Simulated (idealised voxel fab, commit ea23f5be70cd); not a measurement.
Title: Process Module voxel wiring stack
Cross-section cut: width 190 nm, square cells of 5 nm.
When this document writes out a cross-section, it uses a grid of square cells and lists it as bands, beginning at the top and moving down, with a band standing for one or more rows of cells. Heights first: top, then bottom, in nm. Then materials, left to right, each with a width in nm. "throughout" on a single material: fills the band edge to edge. "blank": empty space. We count height from 0. Below that, the starting wafer is all one material. The lowest band never ends at the bottom but goes on down; see "0 down" for how that is written. The notation "30->40" denotes a width that varies across the rows of cells in the band, beginning at the first number in the top row, finishing at the second number in the bottom row, and changing by an identical amount from each row to the next. No cell of the cross-section changed in a step that is given as "everything unchanged". Closed empty spaces (no open way to the top) of 8 cells or more are what "Closed internal voids" lists, each as width x height at distance from the left edge, nm for all three. That trailing text on a step's line, after the settings, is the simulator's own remark on the step. You can add "overlay nm" to a step's line. For a step with a mask, it describes how far the mask lay to the right of its planned position, and a negative number describes a lay to the left.

Process steps - plan
| 1 | RECEIVE (material Si) |
| 2 | CONFORMAL_DEP (material SiO2; thk nm 10) |
| 3 | CONFORMAL_DEP (material SiCN; thk nm 5) |
| 4 | DIRECTIONAL_DEP (material lowk; thk nm 20) |
| 5 | MASKED_ETCH (tone open; mask id METAL_1; width nm 25; pitch nm 40; etch materials lowk; depth nm 20; overlay nm 0) |
| 6 | MASKED_ETCH (tone open; mask id METAL_1; width nm 15; pitch nm 40; etch materials SiCN; depth nm 5; overlay nm 0) |
| 7 | CONFORMAL_DEP (material TiN; thk nm 5) |
| 8 | FILL_DEP (material W; thk nm 10) |
| 9 | CMP (height nm 35) |
| 10 | CONFORMAL_DEP (material SiCN; thk nm 5) |
| 11 | DIRECTIONAL_DEP (material lowk; thk nm 10) |
| 12 | PATTERN (tone open; mask id PLUG_1; material resist; width nm 15; pitch nm 40; thk nm 20; overlay nm 0) |
| 13 | DIRECTIONAL_ETCH (etch materials lowk; depth nm 10) |
| 14 | DIRECTIONAL_ETCH (etch materials SiCN; depth nm 5) |
| 15 | STRIP (etch materials resist) |
| 16 | EPI (material Ru; thk nm 10) |
| 17 | EPI (material Ru; thk nm 5) |
| 18 | CONFORMAL_DEP (material SiCN; thk nm 5) |
| 19 | DIRECTIONAL_DEP (material lowk; thk nm 15) |
| 20 | DIRECTIONAL_DEP (material aC; thk nm 10) |
| 21 | PATTERN (tone open; mask id METAL_2; material resist; width nm 25; pitch nm 40; thk nm 25; overlay nm 0) |
| 22 | DIRECTIONAL_ETCH (etch materials aC; depth nm 10) |
| 23 | STRIP (etch materials resist) |
| 24 | DIRECTIONAL_ETCH (etch materials lowk; depth nm 15) |
| 25 | DIRECTIONAL_ETCH (etch materials SiCN; depth nm 5) |
| 26 | STRIP (etch materials aC) |
| 27 | CONFORMAL_DEP (material TiN; thk nm 5) |
| 28 | FILL_DEP (material Ru; thk nm 10) |
| 29 | CMP (height nm 70) |
| 30 | EPI (material Ru; thk nm 5) |
| 31 | FILL_DEP (material SiCN; thk nm 5) |
| 32 | DIRECTIONAL_DEP (material lowk; thk nm 30) |
| 33 | MASKED_ETCH (tone open; mask id METAL_3; width nm 25; pitch nm 40; etch materials lowk; depth nm 20; overlay nm 0) |
| 34 | DIRECTIONAL_DEP (material aC; thk nm 15) |
| 35 | PATTERN (tone open; mask id METAL_3_HOLES; material resist; width nm 15; thk nm 35; overlay nm 0) |
| 36 | DIRECTIONAL_ETCH (etch materials aC; depth nm 15) |
| 37 | STRIP (etch materials resist) |
| 38 | DIRECTIONAL_ETCH (etch materials lowk; depth nm 10) |
| 39 | DIRECTIONAL_ETCH (etch materials SiCN; depth nm 5) |
| 40 | STRIP (etch materials aC) |
| 41 | CONFORMAL_DEP (material TiN; thk nm 5) |
| 42 | FILL_DEP (material Ru; thk nm 5) |
| 43 | CMP (height nm 110) |
| 44 | CONFORMAL_DEP (material SiN; thk nm 5) |
Among the wafers covered here, the point of difference is the width nm at step 6; their starting state is shared, and the plan presents the value of the first wafer.

Received wafers, first of several: cross-section after step 1
	0 down = Si throughout
	Closed internal voids: none

The rows of the table below are wafers. Looking at the end of the module, a row counts, for every material, the cells the wafer has gained, shown as (+), or lost, shown as (-), since it was received; its closed voids come next
width nm 15 | +71 Ru | +151 SiCN | +38 SiN | +76 SiO2 | +76 TiN | +20 W | +442 lowk | Closed internal voids: none
width nm 20 | +71 Ru | +149 SiCN | +38 SiN | +76 SiO2 | +76 TiN | +22 W | +442 lowk | Closed internal voids: none
width nm 25 | +71 Ru | +147 SiCN | +38 SiN | +76 SiO2 | +76 TiN | +24 W | +442 lowk | Closed internal voids: none
